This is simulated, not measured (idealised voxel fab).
Process module under the name voxel ribs on slabs
Each square cell in cross-section cut measures 5 nm, and the section as a whole is 160 nm wide.
How to read a cross-section here: the picture is a grid of square cells, written as bands going from the top down, and any band can span one or more rows of cells. The entry gives the band's vertical extent as a top height and a bottom height in nm, then its horizontal make-up as materials from left to right, each with a width in nm. "empty" stands for empty space; a single material marked "full width" fills the band edge to edge. The reference from which all heights are counted is 0, the level beneath which the as-received wafer is entirely one material; the lowest band, having no lower bound, proceeds downward and is written after the example "0 and below". Quick explanation for "30->40": the width changes in equal steps down the rows of cells, from the first number in the band's top row to the second number in its bottom row. Take "identical to before" at face value: in the step it is given for, the cross-section changed in none of its cells. Entry "Closed void table". Content: empty spaces with no open connection to the top, size 8 cells or greater. Each: width x height at distance. Distance: from left edge. Unit: nm. Past the settings on a step's line: simulator remark, on that step. You can add "overlay nm" to a step's line. For a step with a mask, it describes how far the mask lay to the right of its planned position, and a negative number describes a lay to the left.
Below is the list of planned process steps:
1 RECEIVE, material Si
2 DIRECTIONAL_DEP, material SiO2, thk nm 20
3 DIRECTIONAL_DEP, material polySi, thk nm 25
4 DIRECTIONAL_DEP, material aC, thk nm 10
5 PATTERN, tone cover, mask id RIB, material resist, width nm 30, thk nm 25, overlay nm 0
6 DIRECTIONAL_ETCH, etch materials aC, depth nm 10
7 STRIP, etch materials resist
8 DIRECTIONAL_ETCH, etch materials polySi, depth nm 5
9 STRIP, etch materials aC
10 DIRECTIONAL_DEP, material aC, thk nm 15
11 PATTERN, tone cover, mask id SLAB, material resist, width nm 80, thk nm 35, overlay nm 0
12 DIRECTIONAL_ETCH, etch materials aC, depth nm 15
13 STRIP, etch materials resist
14 DIRECTIONAL_ETCH, etch materials polySi, depth nm 20
15 STRIP, etch materials aC
16 FILL_DEP, material SiO2, thk nm 20
17 CMP, height nm 60
18 DIRECTIONAL_DEP, material W, thk nm 10
19 DIRECTIONAL_DEP, material aC, thk nm 15
20 PATTERN, tone cover, mask id HEATER, material resist, width nm 40, thk nm 30, overlay nm 0
21 DIRECTIONAL_ETCH, etch materials aC, depth nm 15
22 STRIP, etch materials resist
23 DIRECTIONAL_ETCH, etch materials W, depth nm 10
24 STRIP, etch materials aC
25 CONFORMAL_DEP, material SiO2, thk nm 10
So this is the incoming wafer in cross-section - it's already been through step 1:
* 0 and below  Si full width
* Closed void table: none
End-of-module cross-section of the first of two wafers, processed as planned:
* 80 down to 70  50 of empty, then 60 of SiO2, then 50 of empty
* 70 down to 60  60 of SiO2, then 40 of W, then 60 of SiO2
* 60 down to 45  SiO2 full width
* 45 down to 40  65 of SiO2, then 30 of polySi, then 65 of SiO2
* 40 down to 20  40 of SiO2, then 80 of polySi, then 40 of SiO2
* 20 down to 0  SiO2 full width
* 0 and below  Si full width
* Closed void table: none
Cross-section, second wafer: same start as the first, same plan as the first, one mistake in running it; taken at the end of the module:
* 80 down to 70  45 of empty, then 70 of SiO2, then 45 of empty
* 70 down to 60  55 of SiO2, then 50 of W, then 55 of SiO2
* 60 down to 45  SiO2 full width
* 45 down to 40  65 of SiO2, then 30 of polySi, then 65 of SiO2
* 40 down to 20  40 of SiO2, then 80 of polySi, then 40 of SiO2
* 20 down to 0  SiO2 full width
* 0 and below  Si full width
* Closed void table: none
Plan not followed: step 20 off recipe, ran as PATTERN, tone cover, mask id HEATER, material resist, width nm 50, thk nm 30, overlay nm 0
Heads up, by the end the second wafer has more or fewer cells of some materials compared to the first: 4 more of W
